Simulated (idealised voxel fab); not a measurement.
The process module that follows is named voxel wiring stack.
The cross-section shown here is cut; it is 260 nm wide and divided into square cells measuring 5 nm on a side.
Cross-section = grid of square cells, listed top down in bands; band = one or more rows.
Each band's line starts with the height of the band's top and of its bottom, in nm. Then come its materials from left to right, each with its width in nm. One material with "full width" fills the band from edge to edge. "blank" is empty space.
Basically, 0 is our baseline, since under it the wafer straight out of the box is all one material. The bottom band has no lower end and keeps on going down, so it looks like "0 -> down".
A width given as "30..40" starts at the first number in the band's top row and ends at the second number in its bottom row, shifting by an equal amount at every step from row to row.
Take "all unchanged" at face value: in the step it is given for, the cross-section changed in none of its cells.
The entry "Sealed void inventory" lists the empty spaces that cover at least 8 cells and have no open path to the top. Each is written as width x height at distance, where the distance is measured from the left edge and all three values are in nm.
It should be noted that, on the line of a given step, the content following the step's settings is a remark produced by the simulator itself with respect to that step.
Each step line may optionally specify "overlay nm", which for a step with a mask gives the rightward distance between the mask's planned place and where it lay, a negative value indicating the leftward direction.
Layout of what follows: cross-section pairs, each bracketing one process step, the after cross-section shown only to the lowest band that changed, the step between and its settings noted under each pair. Pairs may originate in different runs of this module on the same starting wafer; a pair continues from the pair above only where its entry headed "Before step" says so.

-- Before step
- 160 -> 155 = SiN=85; TiN=30; SiN=25; TiN=30; SiN=90
- 155 -> 130 = lowk full width
- 130 -> 120 = lowk=85; TiN=5; W=5; TiN=5; lowk=160
- 120 -> 115 = SiCN=85; TiN=15; SiCN=160
- 115 -> 100 = lowk=85; TiN=5; Cu=20; TiN=5; lowk=25; TiN=5; Cu=20; TiN=5; lowk=90
- 100 -> 95 = lowk=85; TiN=5; Cu=5; TiN=20; lowk=25; TiN=5; Cu=5; TiN=20; lowk=90
- 95 -> 85 = lowk=85; TiN=5; Cu=5; TiN=5; lowk=40; TiN=5; Cu=5; TiN=5; lowk=105
- 85 -> 80 = SiCN=85; TiN=15; SiCN=40; TiN=15; SiCN=105
- 80 -> 60 = lowk=85; TiN=5; Cu=20; TiN=5; lowk=25; TiN=5; Cu=20; TiN=5; lowk=90
- 60 -> 55 = SiCN=85; TiN=30; SiCN=25; TiN=30; SiCN=90
- 55 -> 35 = SiO2=85; Ru=15; SiO2=40; Ru=15; SiO2=105
- 35 -> 30 = SiCN=85; Ru=15; SiCN=40; Ru=15; SiCN=105
- 30 -> 15 = SiO2=85; TiN=5; Cu=20; TiN=5; SiO2=25; TiN=5; Cu=20; TiN=5; SiO2=90
- 15 -> 10 = SiCN=85; TiN=30; SiCN=25; TiN=30; SiCN=90
- 10 -> 0 = SiO2 full width
- 0 -> down = Si full width
- Sealed void inventory: none

-- Cross-Section Thereafter
- 165 -> 160 = blank=80; Ru=40; blank=15; Ru=40; blank=85
- Lower than 160, everything is as it was.
- Sealed void inventory: none
Connecting step for the cross-sections above: EPI (material Ru; thk nm 5)

Before step: this step begins from the cross-section that the pair just above shows after its step.

-- Cross-Section Thereafter
- 170 -> 165 = SiCN full width
- 165 -> 160 = SiCN=80; Ru=40; SiCN=15; Ru=40; SiCN=85
- Lower than 160, everything is as it was.
- Sealed void inventory: none
Connecting step for the cross-sections above: FILL_DEP (material SiCN; thk nm 5)

-- Before step
- 145 -> 135 = W full width
- 135 -> 130 = TiN=90; W=5; TiN=165
- 130 -> 120 = lowk=85; TiN=5; W=5; TiN=5; lowk=160
- 120 -> 115 = SiCN=85; TiN=15; SiCN=160
- 115 -> 100 = lowk=85; TiN=5; Cu=20; TiN=5; lowk=25; TiN=5; Cu=20; TiN=5; lowk=90
- 100 -> 95 = lowk=85; TiN=5; Cu=5; TiN=20; lowk=25; TiN=5; Cu=5; TiN=20; lowk=90
- 95 -> 85 = lowk=85; TiN=5; Cu=5; TiN=5; lowk=40; TiN=5; Cu=5; TiN=5; lowk=105
- 85 -> 80 = SiCN=85; TiN=15; SiCN=40; TiN=15; SiCN=105
- 80 -> 60 = lowk=85; TiN=5; Cu=20; TiN=5; lowk=25; TiN=5; Cu=20; TiN=5; lowk=90
- 60 -> 55 = SiCN=85; TiN=30; SiCN=25; TiN=30; SiCN=90
- 55 -> 35 = SiO2=85; Ru=15; SiO2=40; Ru=15; SiO2=105
- 35 -> 30 = SiCN=85; Ru=15; SiCN=40; Ru=15; SiCN=105
- 30 -> 15 = SiO2=85; TiN=5; Cu=20; TiN=5; SiO2=25; TiN=5; Cu=20; TiN=5; SiO2=90
- 15 -> 10 = SiCN=85; TiN=30; SiCN=25; TiN=30; SiCN=90
- 10 -> 0 = SiO2 full width
- 0 -> down = Si full width
- Sealed void inventory: none

-- Cross-Section Thereafter
- 120 -> 115 = SiCN=85; TiN=15; SiCN=160
- Lower than 115, everything is as it was.
- Sealed void inventory: none
Connecting step for the cross-sections above: CMP (height nm 120)

Before step: this step begins from the cross-section that the pair just above shows after its step.

-- Cross-Section Thereafter
- 125 -> 120 = SiN full width
- Lower than 120, everything is as it was.
- Sealed void inventory: none
Connecting step for the cross-sections above: CONFORMAL_DEP (material SiN; thk nm 5)

Before step: this step begins from the cross-section that the pair just above shows after its step.

-- Cross-Section Thereafter
- 150 -> 125 = lowk full width
- Lower than 125, everything is as it was.
- Sealed void inventory: none
Connecting step for the cross-sections above: DIRECTIONAL_DEP (material lowk; thk nm 25)

Before step: this step begins from the cross-section that the pair just above shows after its step.

-- Cross-Section Thereafter
- 150 -> 125 = lowk=85; blank=30; lowk=25; blank=30; lowk=90
- Lower than 125, everything is as it was.
- Sealed void inventory: none
Connecting step for the cross-sections above: MASKED_ETCH (tone open; mask id METAL_4; width nm 30; pitch nm 55; etch materials lowk; depth nm 25; overlay nm 0)

Before step: this step begins from the cross-section that the pair just above shows after its step.

-- Cross-Section Thereafter
- 150 -> 125 = lowk=85; blank=30; lowk=25; blank=30; lowk=90
- 125 -> 120 = SiN=85; blank=30; SiN=25; blank=30; SiN=90
- Lower than 120, everything is as it was.
- Sealed void inventory: none
Connecting step for the cross-sections above: MASKED_ETCH (tone open; mask id METAL_4; width nm 30; pitch nm 55; etch materials SiN; depth nm 5; overlay nm 0)

Before step: this step begins from the cross-section that the pair just above shows after its step.

-- Cross-Section Thereafter
- 155 -> 150 = TiN=90; blank=20; TiN=35; blank=20; TiN=95
- 150 -> 125 = lowk=85; TiN=5; blank=20; TiN=5; lowk=25; TiN=5; blank=20; TiN=5; lowk=90
- 125 -> 120 = SiN=85; TiN=30; SiN=25; TiN=30; SiN=90
- Lower than 120, everything is as it was.
- Sealed void inventory: none
Connecting step for the cross-sections above: CONFORMAL_DEP (material TiN; thk nm 5)

Before step: this step begins from the cross-section that the pair just above shows after its step.

-- Cross-Section Thereafter
- 160 -> 155 = Cu full width
- 155 -> 150 = TiN=90; Cu=20; TiN=35; Cu=20; TiN=95
- 150 -> 125 = lowk=85; TiN=5; Cu=20; TiN=5; lowk=25; TiN=5; Cu=20; TiN=5; lowk=90
- Lower than 125, everything is as it was.
- Sealed void inventory: none
Connecting step for the cross-sections above: FILL_DEP (material Cu; thk nm 5)

Before step: this step begins from the cross-section that the pair just above shows after its step.

-- Cross-Section Thereafter
- 165 -> 160 = Ru full width
- Lower than 160, everything is as it was.
- Sealed void inventory: none
Connecting step for the cross-sections above: EPI (material Ru; thk nm 5)

Before step: this step begins from the cross-section that the pair just above shows after its step.

-- Cross-Section Thereafter
- 170 -> 165 = SiCN full width
- Lower than 165, everything is as it was.
- Sealed void inventory: none
Connecting step for the cross-sections above: FILL_DEP (material SiCN; thk nm 5)

-- Before step
- 115 -> 85 = lowk full width
- 85 -> 80 = SiCN full width
- 80 -> 60 = lowk=85; TiN=5; Cu=20; TiN=5; lowk=25; TiN=5; Cu=20; TiN=5; lowk=90
- 60 -> 55 = SiCN=85; TiN=30; SiCN=25; TiN=30; SiCN=90
- 55 -> 35 = SiO2=85; Ru=15; SiO2=40; Ru=15; SiO2=105
- 35 -> 30 = SiCN=85; Ru=15; SiCN=40; Ru=15; SiCN=105
- 30 -> 15 = SiO2=85; TiN=5; Cu=20; TiN=5; SiO2=25; TiN=5; Cu=20; TiN=5; SiO2=90
- 15 -> 10 = SiCN=85; TiN=30; SiCN=25; TiN=30; SiCN=90
- 10 -> 0 = SiO2 full width
- 0 -> down = Si full width
- Sealed void inventory: none

-- Cross-Section Thereafter
- 115 -> 85 = lowk=85; blank=20; lowk=35; blank=20; lowk=100
- Lower than 85, everything is as it was.
- Sealed void inventory: none
Connecting step for the cross-sections above: MASKED_ETCH (tone open; mask id METAL_3_HOLES; width nm 20; pitch nm 55; etch materials lowk; depth nm 30; overlay nm 0)

Before step: this step begins from the cross-section that the pair just above shows after its step.

-- Cross-Section Thereafter
- 115 -> 95 = lowk=85; blank=30; lowk=25; blank=30; lowk=90
- Lower than 95, everything is as it was.
- Sealed void inventory: none
Connecting step for the cross-sections above: MASKED_ETCH (tone open; mask id METAL_3; width nm 30; pitch nm 55; etch materials lowk; depth nm 20; overlay nm 0)

Before step: this step begins from the cross-section that the pair just above shows after its step.

-- Cross-Section Thereafter
- 115 -> 95 = lowk=85; blank=30; lowk=25; blank=30; lowk=90
- 95 -> 85 = lowk=85; blank=20; lowk=35; blank=20; lowk=100
- 85 -> 80 = SiCN=85; blank=20; SiCN=35; blank=20; SiCN=100
- Lower than 80, everything is as it was.
- Sealed void inventory: none
Connecting step for the cross-sections above: MASKED_ETCH (tone open; mask id METAL_3; width nm 30; pitch nm 55; etch materials SiCN; depth nm 5; overlay nm 0)

Before step: this step begins from the cross-section that the pair just above shows after its step.

-- Cross-Section Thereafter
- 120 -> 115 = TiN=90; blank=20; TiN=35; blank=20; TiN=95
- 115 -> 100 = lowk=85; TiN=5; blank=20; TiN=5; lowk=25; TiN=5; blank=20; TiN=5; lowk=90
- 100 -> 95 = lowk=85; TiN=5; blank=10; TiN=15; lowk=25; TiN=5; blank=10; TiN=15; lowk=90
- 95 -> 85 = lowk=85; TiN=5; blank=10; TiN=5; lowk=35; TiN=5; blank=10; TiN=5; lowk=100
- 85 -> 80 = SiCN=85; TiN=20; SiCN=35; TiN=20; SiCN=100
- Lower than 80, everything is as it was.
- Sealed void inventory: none
Connecting step for the cross-sections above: CONFORMAL_DEP (material TiN; thk nm 5)

Before step: this step begins from the cross-section that the pair just above shows after its step.

-- Cross-Section Thereafter
- 125 -> 120 = Cu full width
- 120 -> 115 = TiN=90; Cu=20; TiN=35; Cu=20; TiN=95
- 115 -> 100 = lowk=85; TiN=5; Cu=20; TiN=5; lowk=25; TiN=5; Cu=20; TiN=5; lowk=90
- 100 -> 95 = lowk=85; TiN=5; Cu=10; TiN=15; lowk=25; TiN=5; Cu=10; TiN=15; lowk=90
- 95 -> 85 = lowk=85; TiN=5; Cu=10; TiN=5; lowk=35; TiN=5; Cu=10; TiN=5; lowk=100
- Lower than 85, everything is as it was.
- Sealed void inventory: none
Connecting step for the cross-sections above: FILL_DEP (material Cu; thk nm 5)

Before step: this step begins from the cross-section that the pair just above shows after its step.

-- Cross-Section Thereafter
- 115 -> 100 = lowk=85; TiN=5; Cu=20; TiN=5; lowk=25; TiN=5; Cu=20; TiN=5; lowk=90
- Lower than 100, everything is as it was.
- Sealed void inventory: none
Connecting step for the cross-sections above: CMP (height nm 115)

Before step: this step begins from the cross-section that the pair just above shows after its step.

-- Cross-Section Thereafter
- 120 -> 115 = SiCN full width
- Lower than 115, everything is as it was.
- Sealed void inventory: none
Connecting step for the cross-sections above: CONFORMAL_DEP (material SiCN; thk nm 5)

Before step: this step begins from the cross-section that the pair just above shows after its step.

-- Cross-Section Thereafter
- 130 -> 120 = lowk full width
- Lower than 120, everything is as it was.
- Sealed void inventory: none
Connecting step for the cross-sections above: DIRECTIONAL_DEP (material lowk; thk nm 10)

Before step: this step begins from the cross-section that the pair just above shows after its step.

-- Cross-Section Thereafter
- 140 -> 130 = aC full width
- Lower than 130, everything is as it was.
- Sealed void inventory: none
Connecting step for the cross-sections above: DIRECTIONAL_DEP (material aC; thk nm 10)

Before step: this step begins from the cross-section that the pair just above shows after its step.

-- Cross-Section Thereafter
- 165 -> 140 = resist=85; blank=15; resist=160
- Lower than 140, everything is as it was.
- Sealed void inventory: none
Connecting step for the cross-sections above: PATTERN (tone open; mask id PLUG_3; material resist; width nm 15; thk nm 25; overlay nm 0)

Before step: this step begins from the cross-section that the pair just above shows after its step.

-- Cross-Section Thereafter
- 155 -> 140 = resist=85; blank=15; resist=160
- 140 -> 130 = aC=85; blank=15; aC=160
- Lower than 130, everything is as it was.
- Sealed void inventory: none
Connecting step for the cross-sections above: DIRECTIONAL_ETCH (etch materials aC; depth nm 10)

Before step: this step begins from the cross-section that the pair just above shows after its step.

-- Cross-Section Thereafter
- 140 -> 130 = aC=85; blank=15; aC=160
- Lower than 130, everything is as it was.
- Sealed void inventory: none
Connecting step for the cross-sections above: STRIP (etch materials resist)

Before step: this step begins from the cross-section that the pair just above shows after its step.

-- Cross-Section Thereafter
- 140 -> 130 = aC=85; blank=15; aC=160
- 130 -> 120 = lowk=85; blank=15; lowk=160
- Lower than 120, everything is as it was.
- Sealed void inventory: none
Connecting step for the cross-sections above: DIRECTIONAL_ETCH (etch materials lowk; depth nm 10)

Before step: this step begins from the cross-section that the pair just above shows after its step.

-- Cross-Section Thereafter
- 140 -> 130 = aC=85; blank=15; aC=160
- 130 -> 120 = lowk=85; blank=15; lowk=160
- 120 -> 115 = SiCN=85; blank=15; SiCN=160
- Lower than 115, everything is as it was.
- Sealed void inventory: none
Connecting step for the cross-sections above: DIRECTIONAL_ETCH (etch materials SiCN; depth nm 5)

Before step: this step begins from the cross-section that the pair just above shows after its step.

-- Cross-Section Thereafter
- 130 -> 120 = lowk=85; blank=15; lowk=160
- Lower than 120, everything is as it was.
- Sealed void inventory: none
Connecting step for the cross-sections above: STRIP (etch materials aC)

Before step: this step begins from the cross-section that the pair just above shows after its step.

-- Cross-Section Thereafter
- 135 -> 130 = TiN=90; blank=5; TiN=165
- 130 -> 120 = lowk=85; TiN=5; blank=5; TiN=5; lowk=160
- 120 -> 115 = SiCN=85; TiN=15; SiCN=160
- Lower than 115, everything is as it was.
- Sealed void inventory: none
Connecting step for the cross-sections above: CONFORMAL_DEP (material TiN; thk nm 5)

Before step: this step begins from the cross-section that the pair just above shows after its step.

-- Cross-Section Thereafter
- 145 -> 135 = W full width
- 135 -> 130 = TiN=90; W=5; TiN=165
- 130 -> 120 = lowk=85; TiN=5; W=5; TiN=5; lowk=160
- Lower than 120, everything is as it was.
- Sealed void inventory: none
Connecting step for the cross-sections above: FILL_DEP (material W; thk nm 10)

Before step: this step begins from the cross-section that the pair just above shows after its step.

-- Cross-Section Thereafter
- 130 -> 120 = lowk=85; TiN=5; W=5; TiN=5; lowk=160
- Lower than 120, everything is as it was.
- Sealed void inventory: none
Connecting step for the cross-sections above: CMP (height nm 130)

Before step: this step begins from the cross-section that the pair just above shows after its step.

-- Cross-Section Thereafter
- 135 -> 130 = SiN full width
- Lower than 130, everything is as it was.
- Sealed void inventory: none
Connecting step for the cross-sections above: CONFORMAL_DEP (material SiN; thk nm 5)

Before step: this step begins from the cross-section that the pair just above shows after its step.

-- Cross-Section Thereafter
- 160 -> 135 = lowk full width
- Lower than 135, everything is as it was.
- Sealed void inventory: none
Connecting step for the cross-sections above: DIRECTIONAL_DEP (material lowk; thk nm 25)

Before step: this step begins from the cross-section that the pair just above shows after its step.

-- Cross-Section Thereafter
- 160 -> 135 = lowk=85; blank=30; lowk=25; blank=30; lowk=90
- Lower than 135, everything is as it was.
- Sealed void inventory: none
Connecting step for the cross-sections above: MASKED_ETCH (tone open; mask id METAL_4; width nm 30; pitch nm 55; etch materials lowk; depth nm 25; overlay nm 0)

Before step: this step begins from the cross-section that the pair just above shows after its step.

-- Cross-Section Thereafter
- 160 -> 135 = lowk=85; blank=30; lowk=25; blank=30; lowk=90
- 135 -> 130 = SiN=85; blank=30; SiN=25; blank=30; SiN=90
- Lower than 130, everything is as it was.
- Sealed void inventory: none
Connecting step for the cross-sections above: MASKED_ETCH (tone open; mask id METAL_4; width nm 30; pitch nm 55; etch materials SiN; depth nm 5; overlay nm 0)

Before step: this step begins from the cross-section that the pair just above shows after its step.

-- Cross-Section Thereafter
- 165 -> 160 = TiN=90; blank=20; TiN=35; blank=20; TiN=95
- 160 -> 135 = lowk=85; TiN=5; blank=20; TiN=5; lowk=25; TiN=5; blank=20; TiN=5; lowk=90
- 135 -> 130 = SiN=85; TiN=30; SiN=25; TiN=30; SiN=90
- Lower than 130, everything is as it was.
- Sealed void inventory: none
Connecting step for the cross-sections above: CONFORMAL_DEP (material TiN; thk nm 5)

Before step: this step begins from the cross-section that the pair just above shows after its step.

-- Cross-Section Thereafter
- 170 -> 165 = Cu full width
- 165 -> 160 = TiN=90; Cu=20; TiN=35; Cu=20; TiN=95
- 160 -> 135 = lowk=85; TiN=5; Cu=20; TiN=5; lowk=25; TiN=5; Cu=20; TiN=5; lowk=90
- Lower than 135, everything is as it was.
- Sealed void inventory: none
Connecting step for the cross-sections above: FILL_DEP (material Cu; thk nm 5)

Before step: this step begins from the cross-section that the pair just above shows after its step.

-- Cross-Section Thereafter
- 160 -> 135 = lowk=85; TiN=5; Cu=20; TiN=5; lowk=25; TiN=5; Cu=20; TiN=5; lowk=90
- Lower than 135, everything is as it was.
- Sealed void inventory: none
Connecting step for the cross-sections above: CMP (height nm 160)

Before step: this step begins from the cross-section that the pair just above shows after its step.

-- Cross-Section Thereafter
- 165 -> 160 = blank=80; Ru=40; blank=15; Ru=40; blank=85
- Lower than 160, everything is as it was.
- Sealed void inventory: none
Connecting step for the cross-sections above: EPI (material Ru; thk nm 5)

Before step: this step begins from the cross-section that the pair just above shows after its step.

-- Cross-Section Thereafter
- 170 -> 165 = SiCN full width
- 165 -> 160 = SiCN=80; Ru=40; SiCN=15; Ru=40; SiCN=85
- Lower than 160, everything is as it was.
- Sealed void inventory: none
Connecting step for the cross-sections above: FILL_DEP (material SiCN; thk nm 5)

-- Before step
- 160 -> 135 = lowk full width
- 135 -> 130 = SiN full width
- 130 -> 120 = lowk=85; TiN=5; W=5; TiN=5; lowk=160
- 120 -> 115 = SiCN=85; TiN=15; SiCN=160
- 115 -> 100 = lowk=85; TiN=5; Cu=20; TiN=5; lowk=25; TiN=5; Cu=20; TiN=5; lowk=90
- 100 -> 95 = lowk=85; TiN=5; Cu=5; TiN=20; lowk=25; TiN=5; Cu=5; TiN=20; lowk=90
- 95 -> 85 = lowk=85; TiN=5; Cu=5; TiN=5; lowk=40; TiN=5; Cu=5; TiN=5; lowk=105
- 85 -> 80 = SiCN=85; TiN=15; SiCN=40; TiN=15; SiCN=105
- 80 -> 60 = lowk=85; TiN=5; Cu=20; TiN=5; lowk=25; TiN=5; Cu=20; TiN=5; lowk=90
- 60 -> 55 = SiCN=85; TiN=30; SiCN=25; TiN=30; SiCN=90
- 55 -> 35 = SiO2=85; Ru=15; SiO2=40; Ru=15; SiO2=105
- 35 -> 30 = SiCN=85; Ru=15; SiCN=40; Ru=15; SiCN=105
- 30 -> 15 = SiO2=85; TiN=5; Cu=20; TiN=5; SiO2=25; TiN=5; Cu=20; TiN=5; SiO2=90
- 15 -> 10 = SiCN=85; TiN=30; SiCN=25; TiN=30; SiCN=90
- 10 -> 0 = SiO2 full width
- 0 -> down = Si full width
- Sealed void inventory: none

-- Cross-Section Thereafter
- 160 -> 135 = lowk=75; blank=30; lowk=25; blank=30; lowk=100
- Lower than 135, everything is as it was.
- Sealed void inventory: none
Connecting step for the cross-sections above: MASKED_ETCH (tone open; mask id METAL_4; width nm 30; pitch nm 55; etch materials lowk; depth nm 25; overlay nm -10)

Before step: this step begins from the cross-section that the pair just above shows after its step.

-- Cross-Section Thereafter
- 160 -> 135 = lowk=75; blank=30; lowk=25; blank=30; lowk=100
- 135 -> 130 = SiN=85; blank=20; SiN=35; blank=20; SiN=100
- Lower than 130, everything is as it was.
- Sealed void inventory: none
Connecting step for the cross-sections above: MASKED_ETCH (tone open; mask id METAL_4; width nm 30; pitch nm 55; etch materials SiN; depth nm 5; overlay nm 0)

Before step: this step begins from the cross-section that the pair just above shows after its step.

-- Cross-Section Thereafter
- 165 -> 160 = TiN=80; blank=20; TiN=35; blank=20; TiN=105
- 160 -> 140 = lowk=75; TiN=5; blank=20; TiN=5; lowk=25; TiN=5; blank=20; TiN=5; lowk=100
- 140 -> 135 = lowk=75; TiN=15; blank=10; TiN=5; lowk=25; TiN=15; blank=10; TiN=5; lowk=100
- 135 -> 130 = SiN=85; TiN=20; SiN=35; TiN=20; SiN=100
- Lower than 130, everything is as it was.
- Sealed void inventory: none
Connecting step for the cross-sections above: CONFORMAL_DEP (material TiN; thk nm 5)

Before step: this step begins from the cross-section that the pair just above shows after its step.

-- Cross-Section Thereafter
- 170 -> 165 = Cu full width
- 165 -> 160 = TiN=80; Cu=20; TiN=35; Cu=20; TiN=105
- 160 -> 140 = lowk=75; TiN=5; Cu=20; TiN=5; lowk=25; TiN=5; Cu=20; TiN=5; lowk=100
- 140 -> 135 = lowk=75; TiN=15; Cu=10; TiN=5; lowk=25; TiN=15; Cu=10; TiN=5; lowk=100
- Lower than 135, everything is as it was.
- Sealed void inventory: none
Connecting step for the cross-sections above: FILL_DEP (material Cu; thk nm 5)

Before step: this step begins from the cross-section that the pair just above shows after its step.

-- Cross-Section Thereafter
- 160 -> 140 = lowk=75; TiN=5; Cu=20; TiN=5; lowk=25; TiN=5; Cu=20; TiN=5; lowk=100
- Lower than 140, everything is as it was.
- Sealed void inventory: none
Connecting step for the cross-sections above: CMP (height nm 160)

Before step: this step begins from the cross-section that the pair just above shows after its step.

-- Cross-Section Thereafter
- 165 -> 160 = blank=70; Ru=40; blank=15; Ru=40; blank=95
- Lower than 160, everything is as it was.
- Sealed void inventory: none
Connecting step for the cross-sections above: EPI (material Ru; thk nm 5)

Before step: this step begins from the cross-section that the pair just above shows after its step.

-- Cross-Section Thereafter
- 170 -> 165 = SiCN full width
- 165 -> 160 = SiCN=70; Ru=40; SiCN=15; Ru=40; SiCN=95
- Lower than 160, everything is as it was.
- Sealed void inventory: none
Connecting step for the cross-sections above: FILL_DEP (material SiCN; thk nm 5)

-- Before step
- 10 -> 0 = SiO2 full width
- 0 -> down = Si full width
- Sealed void inventory: none

-- Cross-Section Thereafter
- 15 -> 10 = TiN full width
- Lower than 10, everything is as it was.
- Sealed void inventory: none
Connecting step for the cross-sections above: CONFORMAL_DEP (material TiN; thk nm 5)

Before step: this step begins from the cross-section that the pair just above shows after its step.

-- Cross-Section Thereafter
- 30 -> 15 = SiO2 full width
- Lower than 15, everything is as it was.
- Sealed void inventory: none
Connecting step for the cross-sections above: DIRECTIONAL_DEP (material SiO2; thk nm 15)

Before step: this step begins from the cross-section that the pair just above shows after its step.

-- Cross-Section Thereafter
- 50 -> 30 = resist=85; blank=30; resist=25; blank=30; resist=90
- Lower than 30, everything is as it was.
- Sealed void inventory: none
Connecting step for the cross-sections above: PATTERN (tone open; mask id METAL_1; material resist; width nm 30; pitch nm 55; thk nm 20; overlay nm 0)

Before step: this step begins from the cross-section that the pair just above shows after its step.

-- Cross-Section Thereafter
- 50 -> 30 = resist=85; blank=30; resist=25; blank=30; resist=90
- 30 -> 15 = SiO2=85; blank=30; SiO2=25; blank=30; SiO2=90
- Lower than 15, everything is as it was.
- Sealed void inventory: none
Connecting step for the cross-sections above: DIRECTIONAL_ETCH (etch materials SiO2; depth nm 15)

Before step: this step begins from the cross-section that the pair just above shows after its step.

-- Cross-Section Thereafter
- 30 -> 15 = SiO2=85; blank=30; SiO2=25; blank=30; SiO2=90
- Lower than 15, everything is as it was.
- Sealed void inventory: none
Connecting step for the cross-sections above: STRIP (etch materials resist)

Before step: this step begins from the cross-section that the pair just above shows after its step.

-- Cross-Section Thereafter
- 35 -> 30 = TiN=90; blank=20; TiN=35; blank=20; TiN=95
- 30 -> 20 = SiO2=85; TiN=5; blank=20; TiN=5; SiO2=25; TiN=5; blank=20; TiN=5; SiO2=90
- 20 -> 15 = SiO2=85; TiN=30; SiO2=25; TiN=30; SiO2=90
- Lower than 15, everything is as it was.
- Sealed void inventory: none
Connecting step for the cross-sections above: CONFORMAL_DEP (material TiN; thk nm 5)

Before step: this step begins from the cross-section that the pair just above shows after its step.

-- Cross-Section Thereafter
- 40 -> 35 = Cu full width
- 35 -> 30 = TiN=90; Cu=20; TiN=35; Cu=20; TiN=95
- 30 -> 20 = SiO2=85; TiN=5; Cu=20; TiN=5; SiO2=25; TiN=5; Cu=20; TiN=5; SiO2=90
- Lower than 20, everything is as it was.
- Sealed void inventory: none
Connecting step for the cross-sections above: FILL_DEP (material Cu; thk nm 5)

Before step: this step begins from the cross-section that the pair just above shows after its step.

-- Cross-Section Thereafter
- 30 -> 20 = SiO2=85; TiN=5; Cu=20; TiN=5; SiO2=25; TiN=5; Cu=20; TiN=5; SiO2=90
- Lower than 20, everything is as it was.
- Sealed void inventory: none
Connecting step for the cross-sections above: CMP (height nm 30)

Before step: this step begins from the cross-section that the pair just above shows after its step.

-- Cross-Section Thereafter
- 35 -> 30 = SiCN full width
- Lower than 30, everything is as it was.
- Sealed void inventory: none
Connecting step for the cross-sections above: CONFORMAL_DEP (material SiCN; thk nm 5)

Before step: this step begins from the cross-section that the pair just above shows after its step.

-- Cross-Section Thereafter
- 55 -> 35 = SiO2 full width
- Lower than 35, everything is as it was.
- Sealed void inventory: none
Connecting step for the cross-sections above: DIRECTIONAL_DEP (material SiO2; thk nm 20)

Before step: this step begins from the cross-section that the pair just above shows after its step.

-- Cross-Section Thereafter
- 55 -> 35 = SiO2=85; blank=15; SiO2=40; blank=15; SiO2=105
- Lower than 35, everything is as it was.
- Sealed void inventory: none
Connecting step for the cross-sections above: MASKED_ETCH (tone open; mask id PLUG_1; width nm 15; pitch nm 55; etch materials SiO2; depth nm 20; overlay nm 0)

Before step: this step begins from the cross-section that the pair just above shows after its step.

-- Cross-Section Thereafter
- 55 -> 35 = SiO2=85; blank=15; SiO2=40; blank=15; SiO2=105
- 35 -> 30 = SiCN=85; blank=15; SiCN=40; blank=15; SiCN=105
- Lower than 30, everything is as it was.
- Sealed void inventory: none
Connecting step for the cross-sections above: MASKED_ETCH (tone open; mask id PLUG_1; width nm 15; pitch nm 55; etch materials SiCN; depth nm 5; overlay nm 0)

Before step: this step begins from the cross-section that the pair just above shows after its step.

-- Cross-Section Thereafter
- 55 -> 40 = SiO2=85; blank=15; SiO2=40; blank=15; SiO2=105
- 40 -> 35 = SiO2=85; Ru=15; SiO2=40; Ru=15; SiO2=105
- 35 -> 30 = SiCN=85; Ru=15; SiCN=40; Ru=15; SiCN=105
- Lower than 30, everything is as it was.
- Sealed void inventory: none
Connecting step for the cross-sections above: EPI (material Ru; thk nm 10)

Before step: this step begins from the cross-section that the pair just above shows after its step.

-- Cross-Section Thereafter
- 55 -> 50 = SiO2=85; blank=15; SiO2=40; blank=15; SiO2=105
- 50 -> 35 = SiO2=85; Ru=15; SiO2=40; Ru=15; SiO2=105
- Lower than 35, everything is as it was.
- Sealed void inventory: none
Connecting step for the cross-sections above: EPI (material Ru; thk nm 10)

Before step: this step begins from the cross-section that the pair just above shows after its step.

-- Cross-Section Thereafter
- 55 -> 35 = SiO2=85; Ru=15; SiO2=40; Ru=15; SiO2=105
- Lower than 35, everything is as it was.
- Sealed void inventory: none
Connecting step for the cross-sections above: EPI (material Ru; thk nm 5)

Before step: this step begins from the cross-section that the pair just above shows after its step.

-- Cross-Section Thereafter
- 60 -> 55 = SiCN full width
- Lower than 55, everything is as it was.
- Sealed void inventory: none
Connecting step for the cross-sections above: CONFORMAL_DEP (material SiCN; thk nm 5)

Before step: this step begins from the cross-section that the pair just above shows after its step.

-- Cross-Section Thereafter
- 80 -> 60 = lowk full width
- Lower than 60, everything is as it was.
- Sealed void inventory: none
Connecting step for the cross-sections above: DIRECTIONAL_DEP (material lowk; thk nm 20)

Before step: this step begins from the cross-section that the pair just above shows after its step.

-- Cross-Section Thereafter
- 100 -> 80 = resist=85; blank=30; resist=25; blank=30; resist=90
- Lower than 80, everything is as it was.
- Sealed void inventory: none
Connecting step for the cross-sections above: PATTERN (tone open; mask id METAL_2; material resist; width nm 30; pitch nm 55; thk nm 20; overlay nm 0)

Before step: this step begins from the cross-section that the pair just above shows after its step.

-- Cross-Section Thereafter
- 100 -> 80 = resist=85; blank=30; resist=25; blank=30; resist=90
- 80 -> 60 = lowk=85; blank=30; lowk=25; blank=30; lowk=90
- Lower than 60, everything is as it was.
- Sealed void inventory: none
Connecting step for the cross-sections above: DIRECTIONAL_ETCH (etch materials lowk; depth nm 20)

Before step: this step begins from the cross-section that the pair just above shows after its step.

-- Cross-Section Thereafter
- 100 -> 80 = resist=85; blank=30; resist=25; blank=30; resist=90
- 80 -> 60 = lowk=85; blank=30; lowk=25; blank=30; lowk=90
- 60 -> 55 = SiCN=85; blank=30; SiCN=25; blank=30; SiCN=90
- Lower than 55, everything is as it was.
- Sealed void inventory: none
Connecting step for the cross-sections above: DIRECTIONAL_ETCH (etch materials SiCN; depth nm 5)

Before step: this step begins from the cross-section that the pair just above shows after its step.

-- Cross-Section Thereafter
- 80 -> 60 = lowk=85; blank=30; lowk=25; blank=30; lowk=90
- Lower than 60, everything is as it was.
- Sealed void inventory: none
Connecting step for the cross-sections above: STRIP (etch materials resist)

Before step: this step begins from the cross-section that the pair just above shows after its step.

-- Cross-Section Thereafter
- 85 -> 80 = TiN=90; blank=20; TiN=35; blank=20; TiN=95
- 80 -> 60 = lowk=85; TiN=5; blank=20; TiN=5; lowk=25; TiN=5; blank=20; TiN=5; lowk=90
- 60 -> 55 = SiCN=85; TiN=30; SiCN=25; TiN=30; SiCN=90
- Lower than 55, everything is as it was.
- Sealed void inventory: none
Connecting step for the cross-sections above: CONFORMAL_DEP (material TiN; thk nm 5)

Before step: this step begins from the cross-section that the pair just above shows after its step.

-- Cross-Section Thereafter
- 95 -> 85 = Cu full width
- 85 -> 80 = TiN=90; Cu=20; TiN=35; Cu=20; TiN=95
- 80 -> 60 = lowk=85; TiN=5; Cu=20; TiN=5; lowk=25; TiN=5; Cu=20; TiN=5; lowk=90
- Lower than 60, everything is as it was.
- Sealed void inventory: none
Connecting step for the cross-sections above: FILL_DEP (material Cu; thk nm 10)
